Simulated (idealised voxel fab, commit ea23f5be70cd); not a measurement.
Presented below is a process module, voxel self aligned contacts.
cross-section cut | 240 nm wide | cells 5 nm
Just so we're on the same page, the cross-sections are grids of square cells, and they're listed out in bands top to bottom, each band one or more rows deep. Look at the band entry: it leads with the top's height and the bottom's height in nm. Then it lists the materials left to right, with a width in nm for each. The word "edge to edge" on a single material says that material fills the band edge to edge. The word "empty" is empty space. All heights in this document are referenced to 0, defined as the level beneath which the wafer, as received, consists entirely of one material. The lowest band is not bounded below; it extends indefinitely downward and is written in the form "0 nm and below". Read "30..40" as a graded width: first number on top, second number at the bottom, same change between each pair of neighbouring rows. "nothing was modified" after a step means that no cell of the cross-section changed. "Enclosed internal voids" contains a list of empty spaces, each no smaller than 8 cells and without an open way to the top, written in the form width x height at distance with the distance from the left edge and all three in nm. Heads up: the bit after the settings on a step's line is the simulator's remark on that step. overlay nm: mask right of planned place by this much (step with mask). Neg. = left. Before/after cross-section pairs, one process step each; after shown to lowest changed band; step and settings beneath. Pairs may be from different runs of this module on the same starting wafer; a pair continues from the one above only where its "Pre-process" entry says so.

-- Pre-process
* 70 nm to 60 nm | 55 nm aC / 55 nm empty / 15 nm aC / 55 nm empty / 60 nm aC
* 60 nm to 30 nm | 20 nm SiO2 / 10 nm SiN / 35 nm polySi / 10 nm SiN / 15 nm SiO2 / 10 nm SiN / 35 nm polySi / 10 nm SiN / 15 nm SiO2 / 10 nm SiN / 35 nm polySi / 10 nm SiN / 25 nm SiO2
* 30 nm to 0 nm | polySi edge to edge
* 0 nm to -5 nm | SiO2 edge to edge
* -5 nm and below | Si edge to edge
* Enclosed internal voids: none

-- Sectional View, Post-Process
* 70 nm to 60 nm | 55 nm aC / 55 nm empty / 15 nm aC / 55 nm empty / 60 nm aC
* 60 nm to 30 nm | 20 nm SiO2 / 10 nm SiN / 35 nm polySi / 10 nm SiN / 15 nm empty / 10 nm SiN / 35 nm polySi / 10 nm SiN / 15 nm empty / 10 nm SiN / 35 nm polySi / 10 nm SiN / 25 nm SiO2
* All layers under 30 are left as they were.
* Enclosed internal voids: none
The structure goes from the before cross-section above to the after cross-section through DIRECTIONAL_ETCH with etch materials SiO2, depth nm 65

Pre-process: The initial state for this step is given by the after cross-section of the immediately preceding pair.

-- Sectional View, Post-Process
* 60 nm to 30 nm | 20 nm SiO2 / 10 nm SiN / 35 nm polySi / 10 nm SiN / 15 nm empty / 10 nm SiN / 35 nm polySi / 10 nm SiN / 15 nm empty / 10 nm SiN / 35 nm polySi / 10 nm SiN / 25 nm SiO2
* All layers under 30 are left as they were.
* Enclosed internal voids: none
The structure goes from the before cross-section above to the after cross-section through STRIP with etch materials aC

Pre-process: The initial state for this step is given by the after cross-section of the immediately preceding pair.

-- Sectional View, Post-Process
* 65 nm to 60 nm | 80 nm TiN / 5 nm empty / 65 nm TiN / 5 nm empty / 85 nm TiN
* 60 nm to 35 nm | 20 nm SiO2 / 10 nm SiN / 35 nm polySi / 10 nm SiN / 5 nm TiN / 5 nm empty / 5 nm TiN / 10 nm SiN / 35 nm polySi / 10 nm SiN / 5 nm TiN / 5 nm empty / 5 nm TiN / 10 nm SiN / 35 nm polySi / 10 nm SiN / 25 nm SiO2
* 35 nm to 30 nm | 20 nm SiO2 / 10 nm SiN / 35 nm polySi / 10 nm SiN / 15 nm TiN / 10 nm SiN / 35 nm polySi / 10 nm SiN / 15 nm TiN / 10 nm SiN / 35 nm polySi / 10 nm SiN / 25 nm SiO2
* All layers under 30 are left as they were.
* Enclosed internal voids: none
The structure goes from the before cross-section above to the after cross-section through CONFORMAL_DEP with material TiN, thk nm 5

Pre-process: The initial state for this step is given by the after cross-section of the immediately preceding pair.

-- Sectional View, Post-Process
* 70 nm to 65 nm | W edge to edge
* 65 nm to 60 nm | 80 nm TiN / 5 nm W / 65 nm TiN / 5 nm W / 85 nm TiN
* 60 nm to 35 nm | 20 nm SiO2 / 10 nm SiN / 35 nm polySi / 10 nm SiN / 5 nm TiN / 5 nm W / 5 nm TiN / 10 nm SiN / 35 nm polySi / 10 nm SiN / 5 nm TiN / 5 nm W / 5 nm TiN / 10 nm SiN / 35 nm polySi / 10 nm SiN / 25 nm SiO2
* All layers under 35 are left as they were.
* Enclosed internal voids: none
The structure goes from the before cross-section above to the after cross-section through FILL_DEP with material W, thk nm 5

Pre-process: The initial state for this step is given by the after cross-section of the immediately preceding pair.

-- Sectional View, Post-Process
* 60 nm to 35 nm | 20 nm SiO2 / 10 nm SiN / 35 nm polySi / 10 nm SiN / 5 nm TiN / 5 nm W / 5 nm TiN / 10 nm SiN / 35 nm polySi / 10 nm SiN / 5 nm TiN / 5 nm W / 5 nm TiN / 10 nm SiN / 35 nm polySi / 10 nm SiN / 25 nm SiO2
* All layers under 35 are left as they were.
* Enclosed internal voids: none
The structure goes from the before cross-section above to the after cross-section through CMP with height nm 60

Pre-process: The initial state for this step is given by the after cross-section of the immediately preceding pair.

-- Sectional View, Post-Process
* 65 nm to 60 nm | SiCN edge to edge
* All layers under 60 are left as they were.
* Enclosed internal voids: none
The structure goes from the before cross-section above to the after cross-section through CONFORMAL_DEP with material SiCN, thk nm 5

-- Pre-process
* 50 nm to 30 nm | 30 nm empty / 35 nm SiN / 35 nm empty / 35 nm SiN / 35 nm empty / 35 nm SiN / 35 nm empty
* 30 nm to 0 nm | 30 nm empty / 35 nm polySi / 35 nm empty / 35 nm polySi / 35 nm empty / 35 nm polySi / 35 nm empty
* 0 nm to -5 nm | SiO2 edge to edge
* -5 nm and below | Si edge to edge
* Enclosed internal voids: none

-- Sectional View, Post-Process
* 40 nm to 30 nm | 30 nm empty / 35 nm SiN / 35 nm empty / 35 nm SiN / 35 nm empty / 35 nm SiN / 35 nm empty
* All layers under 30 are left as they were.
* Enclosed internal voids: none
The structure goes from the before cross-section above to the after cross-section through DIRECTIONAL_ETCH with etch materials SiN, depth nm 10

Pre-process: The initial state for this step is given by the after cross-section of the immediately preceding pair.

-- Sectional View, Post-Process
* 50 nm to 30 nm | 20 nm empty / 55 nm SiN / 15 nm empty / 55 nm SiN / 15 nm empty / 55 nm SiN / 25 nm empty
* 30 nm to 10 nm | 20 nm empty / 10 nm SiN / 35 nm polySi / 10 nm SiN / 15 nm empty / 10 nm SiN / 35 nm polySi / 10 nm SiN / 15 nm empty / 10 nm SiN / 35 nm polySi / 10 nm SiN / 25 nm empty
* 10 nm to 0 nm | 30 nm SiN / 35 nm polySi / 35 nm SiN / 35 nm polySi / 35 nm SiN / 35 nm polySi / 35 nm SiN
* All layers under 0 are left as they were.
* Enclosed internal voids: none
The structure goes from the before cross-section above to the after cross-section through CONFORMAL_DEP with material SiN, thk nm 10

Pre-process: The initial state for this step is given by the after cross-section of the immediately preceding pair.

-- Sectional View, Post-Process
* 65 nm to 50 nm | SiO2 edge to edge
* 50 nm to 30 nm | 20 nm SiO2 / 55 nm SiN / 15 nm SiO2 / 55 nm SiN / 15 nm SiO2 / 55 nm SiN / 25 nm SiO2
* 30 nm to 10 nm | 20 nm SiO2 / 10 nm SiN / 35 nm polySi / 10 nm SiN / 15 nm SiO2 / 10 nm SiN / 35 nm polySi / 10 nm SiN / 15 nm SiO2 / 10 nm SiN / 35 nm polySi / 10 nm SiN / 25 nm SiO2
* All layers under 10 are left as they were.
* Enclosed internal voids: none
The structure goes from the before cross-section above to the after cross-section through FILL_DEP with material SiO2, thk nm 15

Pre-process: The initial state for this step is given by the after cross-section of the immediately preceding pair.

-- Sectional View, Post-Process
* 60 nm to 50 nm | SiO2 edge to edge
* All layers under 50 are left as they were.
* Enclosed internal voids: none
The structure goes from the before cross-section above to the after cross-section through CMP with height nm 60

Pre-process: The initial state for this step is given by the after cross-section of the immediately preceding pair.

-- Sectional View, Post-Process
* 70 nm to 60 nm | aC edge to edge
* All layers under 60 are left as they were.
* Enclosed internal voids: none
The structure goes from the before cross-section above to the after cross-section through DIRECTIONAL_DEP with material aC, thk nm 10

Pre-process: The initial state for this step is given by the after cross-section of the immediately preceding pair.

-- Sectional View, Post-Process
* 100 nm to 70 nm | 55 nm resist / 55 nm empty / 15 nm resist / 55 nm empty / 60 nm resist
* All layers under 70 are left as they were.
* Enclosed internal voids: none
The structure goes from the before cross-section above to the after cross-section through PATTERN with tone open, mask id CONTACT, material resist, width nm 55, pitch nm 70, thk nm 30, overlay nm 0

Pre-process: The initial state for this step is given by the after cross-section of the immediately preceding pair.

-- Sectional View, Post-Process
* 90 nm to 70 nm | 55 nm resist / 55 nm empty / 15 nm resist / 55 nm empty / 60 nm resist
* 70 nm to 60 nm | 55 nm aC / 55 nm empty / 15 nm aC / 55 nm empty / 60 nm aC
* All layers under 60 are left as they were.
* Enclosed internal voids: none
The structure goes from the before cross-section above to the after cross-section through DIRECTIONAL_ETCH with etch materials aC, depth nm 10

Pre-process: The initial state for this step is given by the after cross-section of the immediately preceding pair.

-- Sectional View, Post-Process
* 70 nm to 60 nm | 55 nm aC / 55 nm empty / 15 nm aC / 55 nm empty / 60 nm aC
* All layers under 60 are left as they were.
* Enclosed internal voids: none
The structure goes from the before cross-section above to the after cross-section through STRIP with etch materials resist

Pre-process: The initial state for this step is given by the after cross-section of the immediately preceding pair.

-- Sectional View, Post-Process
* 70 nm to 60 nm | 55 nm aC / 55 nm empty / 15 nm aC / 55 nm empty / 60 nm aC
* 60 nm to 50 nm | 55 nm SiO2 / 55 nm empty / 15 nm SiO2 / 55 nm empty / 60 nm SiO2
* 50 nm to 30 nm | 20 nm SiO2 / 55 nm SiN / 15 nm empty / 55 nm SiN / 15 nm empty / 55 nm SiN / 25 nm SiO2
* 30 nm to 10 nm | 20 nm SiO2 / 10 nm SiN / 35 nm polySi / 10 nm SiN / 15 nm empty / 10 nm SiN / 35 nm polySi / 10 nm SiN / 15 nm empty / 10 nm SiN / 35 nm polySi / 10 nm SiN / 25 nm SiO2
* All layers under 10 are left as they were.
* Enclosed internal voids: none
The structure goes from the before cross-section above to the after cross-section through DIRECTIONAL_ETCH with etch materials SiO2, depth nm 65

Pre-process: The initial state for this step is given by the after cross-section of the immediately preceding pair.

-- Sectional View, Post-Process
* 60 nm to 50 nm | 55 nm SiO2 / 55 nm empty / 15 nm SiO2 / 55 nm empty / 60 nm SiO2
* All layers under 50 are left as they were.
* Enclosed internal voids: none
The structure goes from the before cross-section above to the after cross-section through STRIP with etch materials aC

Pre-process: The initial state for this step is given by the after cross-section of the immediately preceding pair.

-- Sectional View, Post-Process
* 65 nm to 60 nm | 60 nm TiN / 45 nm empty / 25 nm TiN / 45 nm empty / 65 nm TiN
* 60 nm to 50 nm | 55 nm SiO2 / 5..25 nm TiN / 45..5 nm empty / 5..25 nm TiN / 15 nm SiO2 / 5..25 nm TiN / 45..5 nm empty / 5..25 nm TiN / 60 nm SiO2
* 50 nm to 30 nm | 20 nm SiO2 / 55 nm SiN / 5 nm TiN / 5 nm empty / 5 nm TiN / 55 nm SiN / 5 nm TiN / 5 nm empty / 5 nm TiN / 55 nm SiN / 25 nm SiO2
* 30 nm to 15 nm | 20 nm SiO2 / 10 nm SiN / 35 nm polySi / 10 nm SiN / 5 nm TiN / 5 nm empty / 5 nm TiN / 10 nm SiN / 35 nm polySi / 10 nm SiN / 5 nm TiN / 5 nm empty / 5 nm TiN / 10 nm SiN / 35 nm polySi / 10 nm SiN / 25 nm SiO2
* 15 nm to 10 nm | 20 nm SiO2 / 10 nm SiN / 35 nm polySi / 10 nm SiN / 15 nm TiN / 10 nm SiN / 35 nm polySi / 10 nm SiN / 15 nm TiN / 10 nm SiN / 35 nm polySi / 10 nm SiN / 25 nm SiO2
* All layers under 10 are left as they were.
* Enclosed internal voids: none
The structure goes from the before cross-section above to the after cross-section through CONFORMAL_DEP with material TiN, thk nm 5

Pre-process: The initial state for this step is given by the after cross-section of the immediately preceding pair.

-- Sectional View, Post-Process
* 70 nm to 65 nm | W edge to edge
* 65 nm to 60 nm | 60 nm TiN / 45 nm W / 25 nm TiN / 45 nm W / 65 nm TiN
* 60 nm to 50 nm | 55 nm SiO2 / 5..25 nm TiN / 45..5 nm W / 5..25 nm TiN / 15 nm SiO2 / 5..25 nm TiN / 45..5 nm W / 5..25 nm TiN / 60 nm SiO2
* 50 nm to 30 nm | 20 nm SiO2 / 55 nm SiN / 5 nm TiN / 5 nm W / 5 nm TiN / 55 nm SiN / 5 nm TiN / 5 nm W / 5 nm TiN / 55 nm SiN / 25 nm SiO2
* 30 nm to 15 nm | 20 nm SiO2 / 10 nm SiN / 35 nm polySi / 10 nm SiN / 5 nm TiN / 5 nm W / 5 nm TiN / 10 nm SiN / 35 nm polySi / 10 nm SiN / 5 nm TiN / 5 nm W / 5 nm TiN / 10 nm SiN / 35 nm polySi / 10 nm SiN / 25 nm SiO2
* All layers under 15 are left as they were.
* Enclosed internal voids: none
The structure goes from the before cross-section above to the after cross-section through FILL_DEP with material W, thk nm 5

Pre-process: The initial state for this step is given by the after cross-section of the immediately preceding pair.

-- Sectional View, Post-Process
* 60 nm to 50 nm | 55 nm SiO2 / 5..25 nm TiN / 45..5 nm W / 5..25 nm TiN / 15 nm SiO2 / 5..25 nm TiN / 45..5 nm W / 5..25 nm TiN / 60 nm SiO2
* All layers under 50 are left as they were.
* Enclosed internal voids: none
The structure goes from the before cross-section above to the after cross-section through CMP with height nm 60

Pre-process: The initial state for this step is given by the after cross-section of the immediately preceding pair.

-- Sectional View, Post-Process
* 65 nm to 60 nm | SiCN edge to edge
* All layers under 60 are left as they were.
* Enclosed internal voids: none
The structure goes from the before cross-section above to the after cross-section through CONFORMAL_DEP with material SiCN, thk nm 5

-- Pre-process
* 70 nm to 65 nm | W edge to edge
* 65 nm to 60 nm | 60 nm TiN / 45 nm W / 25 nm TiN / 45 nm W / 65 nm TiN
* 60 nm to 50 nm | 55 nm SiO2 / 5..25 nm TiN / 45..5 nm W / 5..25 nm TiN / 15 nm SiO2 / 5..25 nm TiN / 45..5 nm W / 5..25 nm TiN / 60 nm SiO2
* 50 nm to 30 nm | 20 nm SiO2 / 55 nm SiN / 5 nm TiN / 5 nm W / 5 nm TiN / 55 nm SiN / 5 nm TiN / 5 nm W / 5 nm TiN / 55 nm SiN / 25 nm SiO2
* 30 nm to 0 nm | 20 nm SiO2 / 10 nm SiN / 35 nm polySi / 10 nm SiN / 5 nm TiN / 5 nm W / 5 nm TiN / 10 nm SiN / 35 nm polySi / 10 nm SiN / 5 nm TiN / 5 nm W / 5 nm TiN / 10 nm SiN / 35 nm polySi / 10 nm SiN / 25 nm SiO2
* 0 nm to -5 nm | 75 nm SiO2 / 15 nm TiN / 55 nm SiO2 / 15 nm TiN / 80 nm SiO2
* -5 nm and below | Si edge to edge
* Enclosed internal voids: none

-- Sectional View, Post-Process
* 65 nm to 60 nm | 60 nm TiN / 45 nm W / 25 nm TiN / 45 nm W / 65 nm TiN
* All layers under 60 are left as they were.
* Enclosed internal voids: none
The structure goes from the before cross-section above to the after cross-section through CMP with height nm 65

Pre-process: The initial state for this step is given by the after cross-section of the immediately preceding pair.

-- Sectional View, Post-Process
* 70 nm to 65 nm | SiCN edge to edge
* All layers under 65 are left as they were.
* Enclosed internal voids: none
The structure goes from the before cross-section above to the after cross-section through CONFORMAL_DEP with material SiCN, thk nm 5

-- Pre-process
* 70 nm to 60 nm | aC edge to edge
* 60 nm to 50 nm | SiO2 edge to edge
* 50 nm to 30 nm | 20 nm SiO2 / 55 nm SiN / 15 nm SiO2 / 55 nm SiN / 15 nm SiO2 / 55 nm SiN / 25 nm SiO2
* 30 nm to 0 nm | 20 nm SiO2 / 10 nm SiN / 35 nm polySi / 10 nm SiN / 15 nm SiO2 / 10 nm SiN / 35 nm polySi / 10 nm SiN / 15 nm SiO2 / 10 nm SiN / 35 nm polySi / 10 nm SiN / 25 nm SiO2
* 0 nm to -5 nm | SiO2 edge to edge
* -5 nm and below | Si edge to edge
* Enclosed internal voids: none

-- Sectional View, Post-Process
* 100 nm to 70 nm | 60 nm resist / 50 nm empty / 20 nm resist / 50 nm empty / 60 nm resist
* All layers under 70 are left as they were.
* Enclosed internal voids: none
The structure goes from the before cross-section above to the after cross-section through PATTERN with tone open, mask id CONTACT, material resist, width nm 50, pitch nm 70, thk nm 30, overlay nm 0

Pre-process: The initial state for this step is given by the after cross-section of the immediately preceding pair.

-- Sectional View, Post-Process
* 90 nm to 70 nm | 60 nm resist / 50 nm empty / 20 nm resist / 50 nm empty / 60 nm resist
* 70 nm to 60 nm | 60 nm aC / 50 nm empty / 20 nm aC / 50 nm empty / 60 nm aC
* All layers under 60 are left as they were.
* Enclosed internal voids: none
The structure goes from the before cross-section above to the after cross-section through DIRECTIONAL_ETCH with etch materials aC, depth nm 10

Pre-process: The initial state for this step is given by the after cross-section of the immediately preceding pair.

-- Sectional View, Post-Process
* 70 nm to 60 nm | 60 nm aC / 50 nm empty / 20 nm aC / 50 nm empty / 60 nm aC
* All layers under 60 are left as they were.
* Enclosed internal voids: none
The structure goes from the before cross-section above to the after cross-section through STRIP with etch materials resist

Pre-process: The initial state for this step is given by the after cross-section of the immediately preceding pair.

-- Sectional View, Post-Process
* 70 nm to 60 nm | 60 nm aC / 50 nm empty / 20 nm aC / 50 nm empty / 60 nm aC
* 60 nm to 50 nm | 60 nm SiO2 / 50 nm empty / 20 nm SiO2 / 50 nm empty / 60 nm SiO2
* 50 nm to 30 nm | 20 nm SiO2 / 55 nm SiN / 15 nm empty / 55 nm SiN / 15 nm empty / 55 nm SiN / 25 nm SiO2
* 30 nm to 0 nm | 20 nm SiO2 / 10 nm SiN / 35 nm polySi / 10 nm SiN / 15 nm empty / 10 nm SiN / 35 nm polySi / 10 nm SiN / 15 nm empty / 10 nm SiN / 35 nm polySi / 10 nm SiN / 25 nm SiO2
* 0 nm to -5 nm | 75 nm SiO2 / 15 nm empty / 55 nm SiO2 / 15 nm empty / 80 nm SiO2
* All layers under -5 are left as they were.
* Enclosed internal voids: none
The structure goes from the before cross-section above to the after cross-section through DIRECTIONAL_ETCH with etch materials SiO2, depth nm 65

Pre-process: The initial state for this step is given by the after cross-section of the immediately preceding pair.

-- Sectional View, Post-Process
* 60 nm to 50 nm | 60 nm SiO2 / 50 nm empty / 20 nm SiO2 / 50 nm empty / 60 nm SiO2
* All layers under 50 are left as they were.
* Enclosed internal voids: none
The structure goes from the before cross-section above to the after cross-section through STRIP with etch materials aC

Pre-process: The initial state for this step is given by the after cross-section of the immediately preceding pair.

-- Sectional View, Post-Process
* 65 nm to 60 nm | 65 nm TiN / 40 nm empty / 30 nm TiN / 40 nm empty / 65 nm TiN
* 60 nm to 50 nm | 60 nm SiO2 / 5..20 nm TiN / 40..5 nm empty / 5..25 nm TiN / 20 nm SiO2 / 5..20 nm TiN / 40..5 nm empty / 5..25 nm TiN / 60 nm SiO2
* 50 nm to 30 nm | 20 nm SiO2 / 55 nm SiN / 5 nm TiN / 5 nm empty / 5 nm TiN / 55 nm SiN / 5 nm TiN / 5 nm empty / 5 nm TiN / 55 nm SiN / 25 nm SiO2
* 30 nm to 0 nm | 20 nm SiO2 / 10 nm SiN / 35 nm polySi / 10 nm SiN / 5 nm TiN / 5 nm empty / 5 nm TiN / 10 nm SiN / 35 nm polySi / 10 nm SiN / 5 nm TiN / 5 nm empty / 5 nm TiN / 10 nm SiN / 35 nm polySi / 10 nm SiN / 25 nm SiO2
* 0 nm to -5 nm | 75 nm SiO2 / 15 nm TiN / 55 nm SiO2 / 15 nm TiN / 80 nm SiO2
* All layers under -5 are left as they were.
* Enclosed internal voids: none
The structure goes from the before cross-section above to the after cross-section through CONFORMAL_DEP with material TiN, thk nm 5

Pre-process: The initial state for this step is given by the after cross-section of the immediately preceding pair.

-- Sectional View, Post-Process
* 70 nm to 65 nm | W edge to edge
* 65 nm to 60 nm | 65 nm TiN / 40 nm W / 30 nm TiN / 40 nm W / 65 nm TiN
* 60 nm to 50 nm | 60 nm SiO2 / 5..20 nm TiN / 40..5 nm W / 5..25 nm TiN / 20 nm SiO2 / 5..20 nm TiN / 40..5 nm W / 5..25 nm TiN / 60 nm SiO2
* 50 nm to 30 nm | 20 nm SiO2 / 55 nm SiN / 5 nm TiN / 5 nm W / 5 nm TiN / 55 nm SiN / 5 nm TiN / 5 nm W / 5 nm TiN / 55 nm SiN / 25 nm SiO2
* 30 nm to 0 nm | 20 nm SiO2 / 10 nm SiN / 35 nm polySi / 10 nm SiN / 5 nm TiN / 5 nm W / 5 nm TiN / 10 nm SiN / 35 nm polySi / 10 nm SiN / 5 nm TiN / 5 nm W / 5 nm TiN / 10 nm SiN / 35 nm polySi / 10 nm SiN / 25 nm SiO2
* All layers under 0 are left as they were.
* Enclosed internal voids: none
The structure goes from the before cross-section above to the after cross-section through FILL_DEP with material W, thk nm 5

Pre-process: The initial state for this step is given by the after cross-section of the immediately preceding pair.

-- Sectional View, Post-Process
* 60 nm to 50 nm | 60 nm SiO2 / 5..20 nm TiN / 40..5 nm W / 5..25 nm TiN / 20 nm SiO2 / 5..20 nm TiN / 40..5 nm W / 5..25 nm TiN / 60 nm SiO2
* All layers under 50 are left as they were.
* Enclosed internal voids: none
The structure goes from the before cross-section above to the after cross-section through CMP with height nm 60

Pre-process: The initial state for this step is given by the after cross-section of the immediately preceding pair.

-- Sectional View, Post-Process
* 65 nm to 60 nm | SiCN edge to edge
* All layers under 60 are left as they were.
* Enclosed internal voids: none
The structure goes from the before cross-section above to the after cross-section through CONFORMAL_DEP with material SiCN, thk nm 5

-- Pre-process
* 70 nm to 60 nm | aC edge to edge
* 60 nm to 50 nm | SiO2 edge to edge
* 50 nm to 30 nm | 20 nm SiO2 / 55 nm SiN / 15 nm SiO2 / 55 nm SiN / 15 nm SiO2 / 55 nm SiN / 25 nm SiO2
* 30 nm to 0 nm | 20 nm SiO2 / 10 nm SiN / 35 nm polySi / 10 nm SiN / 15 nm SiO2 / 10 nm SiN / 35 nm polySi / 10 nm SiN / 15 nm SiO2 / 10 nm SiN / 35 nm polySi / 10 nm SiN / 25 nm SiO2
* 0 nm to -5 nm | SiO2 edge to edge
* -5 nm and below | Si edge to edge
* Enclosed internal voids: none

-- Sectional View, Post-Process
* 100 nm to 70 nm | 65 nm resist / 55 nm empty / 15 nm resist / 55 nm empty / 50 nm resist
* All layers under 70 are left as they were.
* Enclosed internal voids: none
The structure goes from the before cross-section above to the after cross-section through PATTERN with tone open, mask id CONTACT, material resist, width nm 55, pitch nm 70, thk nm 30, overlay nm 10

Pre-process: The initial state for this step is given by the after cross-section of the immediately preceding pair.

-- Sectional View, Post-Process
* 90 nm to 70 nm | 65 nm resist / 55 nm empty / 15 nm resist / 55 nm empty / 50 nm resist
* 70 nm to 60 nm | 65 nm aC / 55 nm empty / 15 nm aC / 55 nm empty / 50 nm aC
* All layers under 60 are left as they were.
* Enclosed internal voids: none
The structure goes from the before cross-section above to the after cross-section through DIRECTIONAL_ETCH with etch materials aC, depth nm 10

Pre-process: The initial state for this step is given by the after cross-section of the immediately preceding pair.

-- Sectional View, Post-Process
* 70 nm to 60 nm | 65 nm aC / 55 nm empty / 15 nm aC / 55 nm empty / 50 nm aC
* All layers under 60 are left as they were.
* Enclosed internal voids: none
The structure goes from the before cross-section above to the after cross-section through STRIP with etch materials resist

Pre-process: The initial state for this step is given by the after cross-section of the immediately preceding pair.

-- Sectional View, Post-Process
* 70 nm to 60 nm | 65 nm aC / 55 nm empty / 15 nm aC / 55 nm empty / 50 nm aC
* 60 nm to 50 nm | 65 nm SiO2 / 55 nm empty / 15 nm SiO2 / 55 nm empty / 50 nm SiO2
* 50 nm to 30 nm | 20 nm SiO2 / 55 nm SiN / 15 nm empty / 55 nm SiN / 15 nm empty / 55 nm SiN / 25 nm SiO2
* 30 nm to 0 nm | 20 nm SiO2 / 10 nm SiN / 35 nm polySi / 10 nm SiN / 15 nm empty / 10 nm SiN / 35 nm polySi / 10 nm SiN / 15 nm empty / 10 nm SiN / 35 nm polySi / 10 nm SiN / 25 nm SiO2
* 0 nm to -5 nm | 75 nm SiO2 / 15 nm empty / 55 nm SiO2 / 15 nm empty / 80 nm SiO2
* All layers under -5 are left as they were.
* Enclosed internal voids: none
The structure goes from the before cross-section above to the after cross-section through DIRECTIONAL_ETCH with etch materials SiO2, depth nm 65

Pre-process: The initial state for this step is given by the after cross-section of the immediately preceding pair.

-- Sectional View, Post-Process
* 60 nm to 50 nm | 65 nm SiO2 / 55 nm empty / 15 nm SiO2 / 55 nm empty / 50 nm SiO2
* All layers under 50 are left as they were.
* Enclosed internal voids: none
The structure goes from the before cross-section above to the after cross-section through STRIP with etch materials aC

Pre-process: The initial state for this step is given by the after cross-section of the immediately preceding pair.

-- Sectional View, Post-Process
* 65 nm to 60 nm | 70 nm TiN / 45 nm empty / 25 nm TiN / 45 nm empty / 55 nm TiN
* 60 nm to 50 nm | 65 nm SiO2 / 5..15 nm TiN / 45..5 nm empty / 5..35 nm TiN / 15 nm SiO2 / 5..15 nm TiN / 45..5 nm empty / 5..35 nm TiN / 50 nm SiO2
* 50 nm to 30 nm | 20 nm SiO2 / 55 nm SiN / 5 nm TiN / 5 nm empty / 5 nm TiN / 55 nm SiN / 5 nm TiN / 5 nm empty / 5 nm TiN / 55 nm SiN / 25 nm SiO2
* 30 nm to 0 nm | 20 nm SiO2 / 10 nm SiN / 35 nm polySi / 10 nm SiN / 5 nm TiN / 5 nm empty / 5 nm TiN / 10 nm SiN / 35 nm polySi / 10 nm SiN / 5 nm TiN / 5 nm empty / 5 nm TiN / 10 nm SiN / 35 nm polySi / 10 nm SiN / 25 nm SiO2
* 0 nm to -5 nm | 75 nm SiO2 / 15 nm TiN / 55 nm SiO2 / 15 nm TiN / 80 nm SiO2
* All layers under -5 are left as they were.
* Enclosed internal voids: none
The structure goes from the before cross-section above to the after cross-section through CONFORMAL_DEP with material TiN, thk nm 5

Pre-process: The initial state for this step is given by the after cross-section of the immediately preceding pair.

-- Sectional View, Post-Process
* 70 nm to 65 nm | W edge to edge
* 65 nm to 60 nm | 70 nm TiN / 45 nm W / 25 nm TiN / 45 nm W / 55 nm TiN
* 60 nm to 50 nm | 65 nm SiO2 / 5..15 nm TiN / 45..5 nm W / 5..35 nm TiN / 15 nm SiO2 / 5..15 nm TiN / 45..5 nm W / 5..35 nm TiN / 50 nm SiO2
* 50 nm to 30 nm | 20 nm SiO2 / 55 nm SiN / 5 nm TiN / 5 nm W / 5 nm TiN / 55 nm SiN / 5 nm TiN / 5 nm W / 5 nm TiN / 55 nm SiN / 25 nm SiO2
* 30 nm to 0 nm | 20 nm SiO2 / 10 nm SiN / 35 nm polySi / 10 nm SiN / 5 nm TiN / 5 nm W / 5 nm TiN / 10 nm SiN / 35 nm polySi / 10 nm SiN / 5 nm TiN / 5 nm W / 5 nm TiN / 10 nm SiN / 35 nm polySi / 10 nm SiN / 25 nm SiO2
* All layers under 0 are left as they were.
* Enclosed internal voids: none
The structure goes from the before cross-section above to the after cross-section through FILL_DEP with material W, thk nm 5

Pre-process: The initial state for this step is given by the after cross-section of the immediately preceding pair.

-- Sectional View, Post-Process
* 60 nm to 50 nm | 65 nm SiO2 / 5..15 nm TiN / 45..5 nm W / 5..35 nm TiN / 15 nm SiO2 / 5..15 nm TiN / 45..5 nm W / 5..35 nm TiN / 50 nm SiO2
* All layers under 50 are left as they were.
* Enclosed internal voids: none
The structure goes from the before cross-section above to the after cross-section through CMP with height nm 60

Pre-process: The initial state for this step is given by the after cross-section of the immediately preceding pair.

-- Sectional View, Post-Process
* 65 nm to 60 nm | SiCN edge to edge
* All layers under 60 are left as they were.
* Enclosed internal voids: none
The structure goes from the before cross-section above to the after cross-section through CONFORMAL_DEP with material SiCN, thk nm 5

-- Pre-process
* 65 nm to 60 nm | 60 nm TiN / 45 nm empty / 25 nm TiN / 45 nm empty / 65 nm TiN
* 60 nm to 50 nm | 55 nm SiO2 / 5..25 nm TiN / 45..5 nm empty / 5..25 nm TiN / 15 nm SiO2 / 5..25 nm TiN / 45..5 nm empty / 5..25 nm TiN / 60 nm SiO2
* 50 nm to 30 nm | 20 nm SiO2 / 55 nm SiN / 5 nm TiN / 5 nm empty / 5 nm TiN / 55 nm SiN / 5 nm TiN / 5 nm empty / 5 nm TiN / 55 nm SiN / 25 nm SiO2
* 30 nm to 0 nm | 20 nm SiO2 / 10 nm SiN / 35 nm polySi / 10 nm SiN / 5 nm TiN / 5 nm empty / 5 nm TiN / 10 nm SiN / 35 nm polySi / 10 nm SiN / 5 nm TiN / 5 nm empty / 5 nm TiN / 10 nm SiN / 35 nm polySi / 10 nm SiN / 25 nm SiO2
* 0 nm to -5 nm | 75 nm SiO2 / 15 nm TiN / 55 nm SiO2 / 15 nm TiN / 80 nm SiO2
* -5 nm and below | Si edge to edge
* Enclosed internal voids: none

-- Sectional View, Post-Process
* 70 nm to 65 nm | polySi edge to edge
* 65 nm to 60 nm | 60 nm TiN / 45 nm polySi / 25 nm TiN / 45 nm polySi / 65 nm TiN
* 60 nm to 50 nm | 55 nm SiO2 / 5..25 nm TiN / 45..5 nm polySi / 5..25 nm TiN / 15 nm SiO2 / 5..25 nm TiN / 45..5 nm polySi / 5..25 nm TiN / 60 nm SiO2
* 50 nm to 30 nm | 20 nm SiO2 / 55 nm SiN / 5 nm TiN / 5 nm polySi / 5 nm TiN / 55 nm SiN / 5 nm TiN / 5 nm polySi / 5 nm TiN / 55 nm SiN / 25 nm SiO2
* 30 nm to 0 nm | 20 nm SiO2 / 10 nm SiN / 35 nm polySi / 10 nm SiN / 5 nm TiN / 5 nm polySi / 5 nm TiN / 10 nm SiN / 35 nm polySi / 10 nm SiN / 5 nm TiN / 5 nm polySi / 5 nm TiN / 10 nm SiN / 35 nm polySi / 10 nm SiN / 25 nm SiO2
* All layers under 0 are left as they were.
* Enclosed internal voids: none
The structure goes from the before cross-section above to the after cross-section through FILL_DEP with material polySi, thk nm 5

Pre-process: The initial state for this step is given by the after cross-section of the immediately preceding pair.

-- Sectional View, Post-Process
* 60 nm to 50 nm | 55 nm SiO2 / 5..25 nm TiN / 45..5 nm polySi / 5..25 nm TiN / 15 nm SiO2 / 5..25 nm TiN / 45..5 nm polySi / 5..25 nm TiN / 60 nm SiO2
* All layers under 50 are left as they were.
* Enclosed internal voids: none
The structure goes from the before cross-section above to the after cross-section through CMP with height nm 60
